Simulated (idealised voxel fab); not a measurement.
Process module name: voxel fin reveal
Each square cell in cross-section cut measures 5 nm, and the section as a whole is 180 nm wide.
Cross-section layout: square cells on a grid; listed as bands, top to bottom; a band spans one or more cell rows. Band: top height; bottom height; in nm. Then, left to right: material with width in nm, for each material. "throughout": a single material spanning edge to edge. "air": empty space. Heights are measured from 0, the level below which the as-received wafer is all one material; the lowest band has no bottom and continues downward, written as in "0 -> down". A two-number width, for instance "30->40", indicates that the width is equal to the first number in the top row of the band and to the second number in the bottom row, and that it changes by a constant amount per row of cells. You'll sometimes find "nothing changed" written for a step, and that's the way of saying that nowhere in the cross-section did a cell change during that step. Empty spaces without an open route to the top, at least 8 cells in extent, make up the entry "Closed cavity list"; each is given as width x height at distance, where the distance is measured from the left edge, and all are in nm. On each step's line, the part that comes after the settings is the simulator's own comment on the step. Among the settings permitted on a step's line is "overlay nm"; applied to a step with a mask, it specifies the extent to which the mask lay to the right of its planned position, whereas a negative figure signifies a position to the left.
**This section lists the process steps that were planned**
1 RECEIVE | material Si
2 CONFORMAL_DEP | material SiN | thk nm 10
3 MASKED_ETCH | tone cover | mask id FINS | width nm 15 | pitch nm 35 | etch materials SiN | depth nm 10 | overlay nm 0
4 MASKED_ETCH | tone cover | mask id FINS | width nm 15 | pitch nm 35 | etch materials Si | depth nm 40 | overlay nm 0
5 OXIDIZE | depth nm 5
6 FILL_DEP | material SiO2 | thk nm 15
7 CMP | height nm 10
8 SELECTIVE_ETCH | etch materials SiO2 | depth nm 35
9 STRIP | etch materials SiN
**Cross-section of the wafer upon arrival, representing the state reached after step 1**
- 0 -> down | Si throughout
- Closed cavity list: none
**The plan above was carried out on the starting structure above with one mistake, and this cross-section shows the wafer at the end of the module**
- 0 -> -25 | air 70 / Si 10 / air 25 / Si 10 / air 65
- -25 -> -45 | SiO2 70 / Si 10 / SiO2 25 / Si 10 / SiO2 65
- -45 -> down | Si throughout
- Closed cavity list: none
What was the processing mistake? step 3 ran differently from the plan; actual operation with settings: MASKED_ETCH | tone cover | mask id FINS | width nm 20 | pitch nm 35 | etch materials SiN | depth nm 10 | overlay nm 0
